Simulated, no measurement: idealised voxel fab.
Process module heading - voxel plated lines
Shown is cross-section cut, with a width of 200 nm and square cells of size 5 nm.
Cross-section, as written here: a square-cell grid given band by band from the top down, where a band holds one or more rows of cells.
Top, bottom (nm), then materials left to right with widths (nm); lone material tagged "full width" fills the whole band edge to edge; "empty" = empty space.
It should be noted that heights are counted from 0, beneath which the wafer as supplied is of one material throughout, and that the lowest band possesses no lower boundary but continues downward, as written in "top 0, no bottom".
Width: "30->40" (first number = top row, second number = bottom row, same change from row to row of cells).
The designation "no modification", where it is given for a processing step, indicates that no cell of the cross-section was altered in the course of that step.
If an empty space has no open way to the top and is at least 8 cells in size, "Sealed void list" lists it, written width x height at distance, where distance is measured from the left edge and every value is in nm.
Where a step's line continues beyond its settings, the continuation is a remark by the simulator itself on that step.
The optional step-line setting "overlay nm" applies to steps with a mask and quantifies how far to the right of its planned location the mask lay, a negative value indicating leftward placement.

The planned process steps are enumerated hereunder:
1,RECEIVE,material Si
2,CONFORMAL_DEP,material SiN,thk nm 5
3,DIRECTIONAL_DEP,material TiN,thk nm 5
4,PATTERN,tone open,mask id LINES,material resist,width nm 25,pitch nm 45,thk nm 35,overlay nm 0
5,EPI,material Ru,thk nm 5
6,EPI,material Ru,thk nm 5
7,EPI,material Ru,thk nm 10
8,STRIP,etch materials resist
9,DIRECTIONAL_ETCH,etch materials TiN,depth nm 5
10,CONFORMAL_DEP,material SiO2,thk nm 10

First wafer out of two, processed as planned:

Received-state cross-section, reflecting completion of step 1:
- top 0, no bottom = Si full width
- Sealed void list: none

Wafer xsec, post step 2:
- top 5, bottom 0 = SiN full width
- Beneath the level 0, the cross-section is identical to its previous state.

Wafer xsec, post step 3:
- top 10, bottom 5 = TiN full width
- Beneath the level 5, the cross-section is identical to its previous state.

Wafer xsec, post step 4:
- top 45, bottom 10 = resist 40 nm; empty 25 nm; resist 20 nm; empty 25 nm; resist 20 nm; empty 25 nm; resist 45 nm
- Beneath the level 10, the cross-section is identical to its previous state.

Wafer xsec, post step 5:
- top 45, bottom 15 = resist 40 nm; empty 25 nm; resist 20 nm; empty 25 nm; resist 20 nm; empty 25 nm; resist 45 nm
- top 15, bottom 10 = resist 40 nm; Ru 25 nm; resist 20 nm; Ru 25 nm; resist 20 nm; Ru 25 nm; resist 45 nm
- Beneath the level 10, the cross-section is identical to its previous state.

Wafer xsec, post step 6:
- top 45, bottom 20 = resist 40 nm; empty 25 nm; resist 20 nm; empty 25 nm; resist 20 nm; empty 25 nm; resist 45 nm
- top 20, bottom 10 = resist 40 nm; Ru 25 nm; resist 20 nm; Ru 25 nm; resist 20 nm; Ru 25 nm; resist 45 nm
- Beneath the level 10, the cross-section is identical to its previous state.

Wafer xsec, post step 7:
- top 45, bottom 30 = resist 40 nm; empty 25 nm; resist 20 nm; empty 25 nm; resist 20 nm; empty 25 nm; resist 45 nm
- top 30, bottom 10 = resist 40 nm; Ru 25 nm; resist 20 nm; Ru 25 nm; resist 20 nm; Ru 25 nm; resist 45 nm
- Beneath the level 10, the cross-section is identical to its previous state.

Wafer xsec, post step 8:
- top 30, bottom 10 = empty 40 nm; Ru 25 nm; empty 20 nm; Ru 25 nm; empty 20 nm; Ru 25 nm; empty 45 nm
- Beneath the level 10, the cross-section is identical to its previous state.

Wafer xsec, post step 9:
- top 30, bottom 10 = empty 40 nm; Ru 25 nm; empty 20 nm; Ru 25 nm; empty 20 nm; Ru 25 nm; empty 45 nm
- top 10, bottom 5 = empty 40 nm; TiN 25 nm; empty 20 nm; TiN 25 nm; empty 20 nm; TiN 25 nm; empty 45 nm
- Beneath the level 5, the cross-section is identical to its previous state.

Wafer xsec, post step 10:
- top 40, bottom 30 = empty 30 nm; SiO2 135 nm; empty 35 nm
- top 30, bottom 15 = empty 30 nm; SiO2 10 nm; Ru 25 nm; SiO2 20 nm; Ru 25 nm; SiO2 20 nm; Ru 25 nm; SiO2 10 nm; empty 35 nm
- top 15, bottom 10 = SiO2 40 nm; Ru 25 nm; SiO2 20 nm; Ru 25 nm; SiO2 20 nm; Ru 25 nm; SiO2 45 nm
- top 10, bottom 5 = SiO2 40 nm; TiN 25 nm; SiO2 20 nm; TiN 25 nm; SiO2 20 nm; TiN 25 nm; SiO2 45 nm
- Beneath the level 5, the cross-section is identical to its previous state.

Regarding the second of the two wafers: it shared the first wafer's starting condition and process plan, yet one error occurred during its execution. Its history coincides with that of the first wafer up to and including step 6:

Look at the second wafer in cross-section at the time step 7 ought to have finished: no modification

Look at the second wafer in cross-section at the time step 8 ought to have finished:
- top 20, bottom 10 = empty 40 nm; Ru 25 nm; empty 20 nm; Ru 25 nm; empty 20 nm; Ru 25 nm; empty 45 nm
- Beneath the level 10, the cross-section is identical to its previous state.

Look at the second wafer in cross-section at the time step 9 ought to have finished:
- top 20, bottom 10 = empty 40 nm; Ru 25 nm; empty 20 nm; Ru 25 nm; empty 20 nm; Ru 25 nm; empty 45 nm
- top 10, bottom 5 = empty 40 nm; TiN 25 nm; empty 20 nm; TiN 25 nm; empty 20 nm; TiN 25 nm; empty 45 nm
- Beneath the level 5, the cross-section is identical to its previous state.

Look at the second wafer in cross-section at the time step 10 ought to have finished:
- top 30, bottom 20 = empty 30 nm; SiO2 135 nm; empty 35 nm
- top 20, bottom 15 = empty 30 nm; SiO2 10 nm; Ru 25 nm; SiO2 20 nm; Ru 25 nm; SiO2 20 nm; Ru 25 nm; SiO2 10 nm; empty 35 nm
- top 15, bottom 10 = SiO2 40 nm; Ru 25 nm; SiO2 20 nm; Ru 25 nm; SiO2 20 nm; Ru 25 nm; SiO2 45 nm
- top 10, bottom 5 = SiO2 40 nm; TiN 25 nm; SiO2 20 nm; TiN 25 nm; SiO2 20 nm; TiN 25 nm; SiO2 45 nm
- Beneath the level 5, the cross-section is identical to its previous state.
What went wrong in running the wafer? step 7 of the plan: omitted, not performed
The second wafer ends with more or fewer cells of some materials than the first, per final count: Ru: 30 fewer, SiO2: 24 fewer
